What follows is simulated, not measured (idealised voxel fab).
Process module name: voxel wiring stack
Section shown: cut. Width: 170 nm. Cell size: 5 nm, square.
For the purposes of this document, a cross-section shall be understood as a grid of square cells, specified as bands listed in top-to-bottom order, each band consisting of one or more rows of cells. Read a band's entry like this: the first values are the height of its top and the height of its bottom in nm, and what follows is the sequence of materials from left to right, each with its width in nm. Note that "blank" is empty space, and that a single material marked "all across" reaches across the band from edge to edge. Height is counted from the level 0, under which the received wafer is composed throughout of one material. The lowest of the bands is not closed at the bottom but continues downward, in the notation "0 nm and below". Note: "30..40" means the width goes from the first number (top row of the band) to the second number (bottom row) in equal steps per row of cells. Step note "remained unchanged" = no cross-section cell changed. Entry "Fully sealed cavities" = empty spaces >= 8 cells with no open way to the top; each as width x height at distance, distance from left edge, all nm. If you see something after the settings on a step's line, that's the simulator's own remark about that step. Each step line may optionally specify "overlay nm", which for a step with a mask gives the rightward distance between the mask's planned place and where it lay, a negative value indicating the leftward direction.
The process steps that were planned are listed below:
1. RECEIVE: material Si
2. CONFORMAL_DEP: material SiO2, thk nm 10
3. DIRECTIONAL_DEP: material TiN, thk nm 5
4. DIRECTIONAL_DEP: material Ru, thk nm 25
5. DIRECTIONAL_DEP: material aC, thk nm 10
6. PATTERN: tone cover, mask id METAL_1, material resist, width nm 20, pitch nm 35, thk nm 30, overlay nm 0
7. DIRECTIONAL_ETCH: etch materials aC, depth nm 10
8. STRIP: etch materials resist
9. DIRECTIONAL_ETCH: etch materials Ru, depth nm 25
10. DIRECTIONAL_ETCH: etch materials TiN, depth nm 5
11. STRIP: etch materials aC
12. CONFORMAL_DEP: material SiN, thk nm 5
13. FILL_DEP: material lowk, thk nm 10
14. CMP: height nm 40
15. CONFORMAL_DEP: material SiCN, thk nm 5
16. DIRECTIONAL_DEP: material lowk, thk nm 25
17. DIRECTIONAL_DEP: material aC, thk nm 15
18. PATTERN: tone open, mask id METAL_2, material resist, width nm 20, pitch nm 35, thk nm 30, overlay nm 0
19. DIRECTIONAL_ETCH: etch materials aC, depth nm 15
20. STRIP: etch materials resist
21. DIRECTIONAL_ETCH: etch materials lowk, depth nm 15
22. STRIP: etch materials aC
23. DIRECTIONAL_DEP: material aC, thk nm 10
24. PATTERN: tone open, mask id METAL_2_HOLES, material resist, width nm 15, pitch nm 35, thk nm 25, overlay nm 0
25. DIRECTIONAL_ETCH: etch materials aC, depth nm 10
26. STRIP: etch materials resist
27. DIRECTIONAL_ETCH: etch materials lowk, depth nm 10
28. DIRECTIONAL_ETCH: etch materials SiCN, depth nm 5
29. STRIP: etch materials aC
30. CONFORMAL_DEP: material TiN, thk nm 5
31. FILL_DEP: material Ru, thk nm 5
32. CMP: height nm 70
33. CONFORMAL_DEP: material SiCN, thk nm 5
Cross-section, incoming material, after step 1:
> 0 nm and below | Si all across
> Fully sealed cavities: none
The first of the two wafers as seen in cross-section once the module was finished; processing followed the plan:
> 75 nm to 70 nm | SiCN all across
> 70 nm to 60 nm | 40 of lowk | 5 of TiN | 10 of Ru | 5 of TiN | 15 of lowk | 5 of TiN | 10 of Ru | 5 of TiN | 15 of lowk | 5 of TiN | 10 of Ru | 5 of TiN | 40 of lowk
> 60 nm to 55 nm | 40 of lowk | 5 of TiN | 5 of Ru | 10 of TiN | 15 of lowk | 5 of TiN | 5 of Ru | 10 of TiN | 15 of lowk | 5 of TiN | 5 of Ru | 10 of TiN | 40 of lowk
> 55 nm to 45 nm | 40 of lowk | 5 of TiN | 5 of Ru | 5 of TiN | 20 of lowk | 5 of TiN | 5 of Ru | 5 of TiN | 20 of lowk | 5 of TiN | 5 of Ru | 5 of TiN | 45 of lowk
> 45 nm to 40 nm | 40 of SiCN | 15 of TiN | 20 of SiCN | 15 of TiN | 20 of SiCN | 15 of TiN | 45 of SiCN
> 40 nm to 15 nm | 35 of lowk | 5 of SiN | 20 of Ru | 5 of SiN | 5 of lowk | 5 of SiN | 20 of Ru | 5 of SiN | 5 of lowk | 5 of SiN | 20 of Ru | 5 of SiN | 35 of lowk
> 15 nm to 10 nm | 40 of SiN | 20 of TiN | 15 of SiN | 20 of TiN | 15 of SiN | 20 of TiN | 40 of SiN
> 10 nm to 0 nm | SiO2 all across
> 0 nm and below | Si all across
> Fully sealed cavities: none
Second wafer cross-section at end of module - shared start and plan with the first, one mistake in the run:
> 75 nm to 70 nm | SiCN all across
> 70 nm to 60 nm | 40 of lowk | 5 of TiN | 10 of Ru | 5 of TiN | 15 of lowk | 5 of TiN | 10 of Ru | 5 of TiN | 15 of lowk | 5 of TiN | 10 of Ru | 5 of TiN | 40 of lowk
> 60 nm to 55 nm | 40 of lowk | 5 of TiN | 5 of Ru | 10 of TiN | 15 of lowk | 5 of TiN | 5 of Ru | 10 of TiN | 15 of lowk | 5 of TiN | 5 of Ru | 10 of TiN | 40 of lowk
> 55 nm to 45 nm | 40 of lowk | 5 of TiN | 5 of Ru | 5 of TiN | 20 of lowk | 5 of TiN | 5 of Ru | 5 of TiN | 20 of lowk | 5 of TiN | 5 of Ru | 5 of TiN | 45 of lowk
> 45 nm to 40 nm | 40 of SiCN | 15 of TiN | 20 of SiCN | 15 of TiN | 20 of SiCN | 15 of TiN | 45 of SiCN
> 40 nm to 35 nm | lowk all across
> 35 nm to 30 nm | 35 of lowk | 30 of SiN | 5 of lowk | 30 of SiN | 5 of lowk | 30 of SiN | 35 of lowk
> 30 nm to 5 nm | 35 of lowk | 5 of SiN | 20 of Ru | 5 of SiN | 5 of lowk | 5 of SiN | 20 of Ru | 5 of SiN | 5 of lowk | 5 of SiN | 20 of Ru | 5 of SiN | 35 of lowk
> 5 nm to 0 nm | 40 of SiN | 20 of TiN | 15 of SiN | 20 of TiN | 15 of SiN | 20 of TiN | 40 of SiN
> 0 nm and below | Si all across
> Fully sealed cavities: none
Processing error: plan step 2 never ran because it was skipped
Per the end-of-run cell counts, the second wafer holds more or fewer of some materials than the first: SiN +18; SiO2 -68; lowk +50
